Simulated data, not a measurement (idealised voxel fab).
process module | voxel plated lines
cross-section cut | 185 nm wide | cells 5 nm
A cross-section is a grid of square cells, given in bands from the top down. A band is one or more rows of cells.
Each band's line starts with the height of the band's top and of its bottom, in nm. Then come its materials from left to right, each with its width in nm. One material with "throughout" fills the band from edge to edge. "air" is empty space.
Height 0 is the level under which the wafer as received is all one material. The lowest band goes on downwards, as in "0 down".
A width such as "30 to 40" changes by the same amount from each row of cells to the next, from the band's top row to its bottom row.
"no change" after a step means that no cell of the cross-section changed.
closed voids: empty space of 8 cells or more with no open way to the top, each as width x height at its distance from the left edge, in nm
after a step's settings: what the simulator itself notes on the step
overlay nm, on a step with a mask: how far to the right of its planned place the mask lay; to the left if negative
plan
1 op RECEIVE | material Si
2 op CONFORMAL_DEP | material SiO2 | thk nm 10
3 op DIRECTIONAL_DEP | material TiN | thk nm 5
4 op PATTERN | tone open | mask id LINES | material resist | width nm 15 | pitch nm 35 | thk nm 30 | overlay nm 0
5 op EPI | material Ru | thk nm 10
6 op EPI | material Ru | thk nm 10
7 op STRIP | etch materials resist
8 op DIRECTIONAL_ETCH | etch materials TiN | depth nm 5
9 op CONFORMAL_DEP | material SiO2 | thk nm 5
as received, after step 1
  0 down: Si throughout
  closed voids: none
a wafer at the end: this start, this plan, one mistake
  50 to 45: air 25 | SiO2 25 | air 10 | SiO2 25 | air 10 | SiO2 25 | air 10 | SiO2 25 | air 30
  45 to 15: air 25 | SiO2 5 | Ru 15 | SiO2 5 | air 10 | SiO2 5 | Ru 15 | SiO2 5 | air 10 | SiO2 5 | Ru 15 | SiO2 5 | air 10 | SiO2 5 | Ru 15 | SiO2 5 | air 30
  15 to 10: SiO2 30 | TiN 15 | SiO2 20 | TiN 15 | SiO2 20 | TiN 15 | SiO2 20 | TiN 15 | SiO2 35
  10 to 0: SiO2 throughout
  0 down: Si throughout
  closed voids: none
what went wrong: one of the steps 5 and 6, which are alike, was run twice
